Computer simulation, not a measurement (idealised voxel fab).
Documented hereafter: the process module known as voxel plated lines.
The cross-section shown here is cut; it is 185 nm wide and divided into square cells measuring 5 nm on a side.
When this document writes out a cross-section, it uses a grid of square cells and lists it as bands, beginning at the top and moving down, with a band standing for one or more rows of cells. Basically the band line says how high the top is and how high the bottom is, in nm, and then what's in it from left to right, every material with its width in nm. Empty space shows up as "air", and if a single material carries "throughout" it runs the full band edge to edge. Height reference: 0 = level under which incoming wafer is all one material. Lowest band: no bottom, runs on downward, e.g. "0 and below". The notation "30 to 40" denotes a width that varies across the rows of cells in the band, beginning at the first number in the top row, finishing at the second number in the bottom row, and changing by an identical amount from each row to the next. It should be understood that the words "nothing altered", when stated for a given step, signify that the cross-section underwent no change in any of its cells during that step. So "Voids, sealed" is basically the list of trapped voids: any empty space of 8 cells or more that can't reach the top through an opening. They're written width x height at distance, the distance being from the left edge, and it's all nm. That trailing text on a step's line, after the settings, is the simulator's own remark on the step. You can add "overlay nm" to a step's line. For a step with a mask, it describes how far the mask lay to the right of its planned position, and a negative number describes a lay to the left.
-- Planned step list for the process
step 1: RECEIVE [material Si]
step 2: CONFORMAL_DEP [material Al2O3] [thk nm 5]
step 3: DIRECTIONAL_DEP [material TiN] [thk nm 5]
step 4: PATTERN [tone open] [mask id LINES] [material resist] [width nm 20] [pitch nm 40] [thk nm 20] [overlay nm 0]
step 5: EPI [material Ru] [thk nm 10]
step 6: STRIP [etch materials resist]
step 7: DIRECTIONAL_ETCH [etch materials TiN] [depth nm 5]
step 8: CONFORMAL_DEP [material SiN] [thk nm 5]
-- This is the cross-section of the wafer as we received it, i.e. after step 1
	0 and below | Si throughout
	Voids, sealed: none
-- Post-module cross-section of the first of two wafers (run per plan)
	25 down to 20 | air (55), then SiN (30), then air (10), then SiN (30), then air (60)
	20 down to 10 | air (55), then SiN (5), then Ru (20), then SiN (5), then air (10), then SiN (5), then Ru (20), then SiN (5), then air (60)
	10 down to 5 | SiN (60), then TiN (20), then SiN (20), then TiN (20), then SiN (65)
	5 down to 0 | Al2O3 throughout
	0 and below | Si throughout
	Voids, sealed: none
-- Second wafer of the two, sectioned at the end of the module. It began like the first and followed the same plan, but one mistake was made while running it
	25 down to 20 | air (65), then SiN (30), then air (10), then SiN (30), then air (50)
	20 down to 10 | air (65), then SiN (5), then Ru (20), then SiN (5), then air (10), then SiN (5), then Ru (20), then SiN (5), then air (50)
	10 down to 5 | SiN (70), then TiN (20), then SiN (20), then TiN (20), then SiN (55)
	5 down to 0 | Al2O3 throughout
	0 and below | Si throughout
	Voids, sealed: none
What went wrong in running the wafer? off-plan run, step 4, actual operation and settings PATTERN [tone open] [mask id LINES] [material resist] [width nm 20] [pitch nm 40] [thk nm 20] [overlay nm 10]
When the process is done, the second wafer contains the same cell count of every material as the first wafer, but distributed over other locations.
